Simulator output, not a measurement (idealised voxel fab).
process module | voxel capacitor over wiring
cross-section cut | 235 nm wide | cells 5 nm
A cross-section is a grid of square cells, given in bands from the top down. A band is one or more rows of cells.
Each band's line starts with the height of the band's top and of its bottom, in nm. Then come its materials from left to right, each with its width in nm. One material with "throughout" fills the band from edge to edge. "air" is empty space.
Height 0 is the level under which the wafer as received is all one material. The lowest band goes on downwards, as in "0 down".
A width such as "30 to 40" changes by the same amount from each row of cells to the next, from the band's top row to its bottom row.
"no change" after a step means that no cell of the cross-section changed.
closed voids: empty space of 8 cells or more with no open way to the top, each as width x height at its distance from the left edge, in nm
after a step's settings: what the simulator itself notes on the step
overlay nm, on a step with a mask: how far to the right of its planned place the mask lay; to the left if negative
plan
1 op RECEIVE | material Si
2 op CONFORMAL_DEP | material SiO2 | thk nm 10
3 op DIRECTIONAL_DEP | material TiN | thk nm 5
4 op DIRECTIONAL_DEP | material Ru | thk nm 20
5 op MASKED_ETCH | tone cover | mask id METAL_1 | width nm 25 | pitch nm 75 | etch materials Ru | depth nm 20 | overlay nm 0
6 op MASKED_ETCH | tone cover | mask id METAL_1 | width nm 25 | pitch nm 75 | etch materials TiN | depth nm 5 | overlay nm 0
7 op FILL_DEP | material lowk | thk nm 5
8 op CMP | height nm 35
9 op CONFORMAL_DEP | material SiCN | thk nm 5
10 op DIRECTIONAL_DEP | material SiO2 | thk nm 10
11 op PATTERN | tone open | mask id PLUG_1 | material resist | width nm 15 | thk nm 20 | overlay nm 0
12 op DIRECTIONAL_ETCH | etch materials SiO2 | depth nm 10
13 op DIRECTIONAL_ETCH | etch materials SiCN | depth nm 5
14 op STRIP | etch materials resist
15 op CONFORMAL_DEP | material TiN | thk nm 5
16 op FILL_DEP | material Ru | thk nm 5
17 op CMP | height nm 50
18 op DIRECTIONAL_DEP | material TiN | thk nm 10
19 op DIRECTIONAL_DEP | material SiN | thk nm 5
20 op DIRECTIONAL_DEP | material TiN | thk nm 10
21 op MASKED_ETCH | tone cover | mask id UPPER_PLATE | width nm 55 | etch materials TiN | depth nm 10 | overlay nm 0
22 op MASKED_ETCH | tone cover | mask id UPPER_PLATE | width nm 55 | etch materials SiN | depth nm 5 | overlay nm 0
23 op PATTERN | tone cover | mask id LOWER_PLATE | material resist | width nm 65 | thk nm 20 | overlay nm 0
24 op DIRECTIONAL_ETCH | etch materials TiN | depth nm 10
25 op STRIP | etch materials resist
26 op FILL_DEP | material SiO2 | thk nm 15
27 op CMP | height nm 85
28 op PATTERN | tone open | mask id PLUG_2 | material resist | width nm 15 | thk nm 15 | overlay nm 0
29 op DIRECTIONAL_ETCH | etch materials SiO2 | depth nm 10
30 op STRIP | etch materials resist
31 op CONFORMAL_DEP | material TiN | thk nm 5
32 op FILL_DEP | material Ru | thk nm 5
33 op CMP | height nm 85
34 op CONFORMAL_DEP | material SiN | thk nm 5
first wafer, as planned
as received, after step 1
  0 down: Si throughout
  closed voids: none
after step 2
  10 to 0: SiO2 throughout
  below 0: unchanged
after step 3
  15 to 10: TiN throughout
  below 10: unchanged
after step 4
  35 to 15: Ru throughout
  below 15: unchanged
after step 5
  35 to 15: air 65 | Ru 25 | air 50 | Ru 25 | air 70
  below 15: unchanged
after step 6
  35 to 15: air 65 | Ru 25 | air 50 | Ru 25 | air 70
  15 to 10: air 65 | TiN 25 | air 50 | TiN 25 | air 70
  below 10: unchanged
after step 7
  40 to 35: lowk throughout
  35 to 15: lowk 65 | Ru 25 | lowk 50 | Ru 25 | lowk 70
  15 to 10: lowk 65 | TiN 25 | lowk 50 | TiN 25 | lowk 70
  below 10: unchanged
after step 8
  35 to 15: lowk 65 | Ru 25 | lowk 50 | Ru 25 | lowk 70
  below 15: unchanged
after step 9
  40 to 35: SiCN throughout
  below 35: unchanged
after step 10
  50 to 40: SiO2 throughout
  below 40: unchanged
after step 11
  70 to 50: resist 75 | air 15 | resist 145
  below 50: unchanged
after step 12
  70 to 50: resist 75 | air 15 | resist 145
  50 to 40: SiO2 75 | air 15 | SiO2 145
  below 40: unchanged
after step 13
  70 to 50: resist 75 | air 15 | resist 145
  50 to 40: SiO2 75 | air 15 | SiO2 145
  40 to 35: SiCN 75 | air 15 | SiCN 145
  below 35: unchanged
after step 14
  50 to 40: SiO2 75 | air 15 | SiO2 145
  below 40: unchanged
after step 15
  55 to 50: TiN 80 | air 5 | TiN 150
  50 to 40: SiO2 75 | TiN 5 | air 5 | TiN 5 | SiO2 145
  40 to 35: SiCN 75 | TiN 15 | SiCN 145
  below 35: unchanged
after step 16
  60 to 55: Ru throughout
  55 to 50: TiN 80 | Ru 5 | TiN 150
  50 to 40: SiO2 75 | TiN 5 | Ru 5 | TiN 5 | SiO2 145
  below 40: unchanged
after step 17
  50 to 40: SiO2 75 | TiN 5 | Ru 5 | TiN 5 | SiO2 145
  below 40: unchanged
after step 18
  60 to 50: TiN throughout
  below 50: unchanged
after step 19
  65 to 60: SiN throughout
  below 60: unchanged
after step 20
  75 to 65: TiN throughout
  below 65: unchanged
after step 21
  75 to 65: air 75 | TiN 55 | air 105
  below 65: unchanged
after step 22
  75 to 65: air 75 | TiN 55 | air 105
  65 to 60: air 75 | SiN 55 | air 105
  below 60: unchanged
after step 23
  95 to 75: air 70 | resist 65 | air 100
  75 to 65: air 70 | resist 5 | TiN 55 | resist 5 | air 100
  65 to 60: air 70 | resist 5 | SiN 55 | resist 5 | air 100
  below 60: unchanged
after step 24
  95 to 75: air 70 | resist 65 | air 100
  75 to 65: air 70 | resist 5 | TiN 55 | resist 5 | air 100
  65 to 60: air 70 | resist 5 | SiN 55 | resist 5 | air 100
  60 to 50: air 70 | TiN 65 | air 100
  below 50: unchanged
after step 25
  75 to 65: air 75 | TiN 55 | air 105
  65 to 60: air 75 | SiN 55 | air 105
  below 60: unchanged
after step 26
  90 to 75: SiO2 throughout
  75 to 65: SiO2 75 | TiN 55 | SiO2 105
  65 to 60: SiO2 75 | SiN 55 | SiO2 105
  60 to 50: SiO2 70 | TiN 65 | SiO2 100
  below 50: unchanged
after step 27
  85 to 75: SiO2 throughout
  below 75: unchanged
after step 28
  100 to 85: resist 85 | air 15 | resist 135
  below 85: unchanged
after step 29
  100 to 85: resist 85 | air 15 | resist 135
  85 to 75: SiO2 85 | air 15 | SiO2 135
  below 75: unchanged
after step 30
  85 to 75: SiO2 85 | air 15 | SiO2 135
  below 75: unchanged
after step 31
  90 to 85: TiN 90 | air 5 | TiN 140
  85 to 80: SiO2 85 | TiN 5 | air 5 | TiN 5 | SiO2 135
  80 to 75: SiO2 85 | TiN 15 | SiO2 135
  below 75: unchanged
after step 32
  95 to 90: Ru throughout
  90 to 85: TiN 90 | Ru 5 | TiN 140
  85 to 80: SiO2 85 | TiN 5 | Ru 5 | TiN 5 | SiO2 135
  below 80: unchanged
after step 33
  85 to 80: SiO2 85 | TiN 5 | Ru 5 | TiN 5 | SiO2 135
  below 80: unchanged
after step 34
  90 to 85: SiN throughout
  below 85: unchanged
second wafer: like start, like plan, one mistake. Through step 29 it matches the first wafer
when step 30 should have ended
  85 to 75: SiO2 85 | air 15 | SiO2 135
  below 75: unchanged
when step 31 should have ended
  90 to 85: TiN 90 | air 5 | TiN 140
  85 to 80: SiO2 85 | TiN 5 | air 5 | TiN 5 | SiO2 135
  80 to 75: SiO2 85 | TiN 15 | SiO2 135
  below 75: unchanged
when step 32 should have ended
  95 to 90: Ru throughout
  90 to 85: TiN 90 | Ru 5 | TiN 140
  85 to 80: SiO2 85 | TiN 5 | Ru 5 | TiN 5 | SiO2 135
  below 80: unchanged
when step 33 should have ended
  85 to 80: SiO2 85 | TiN 5 | Ru 5 | TiN 5 | SiO2 135
  below 80: unchanged
when step 34 should have ended
  90 to 85: SiN throughout
  below 85: unchanged
what went wrong: step 30 was run twice
at the end the two cross-sections are the same: no effect in what this model computes
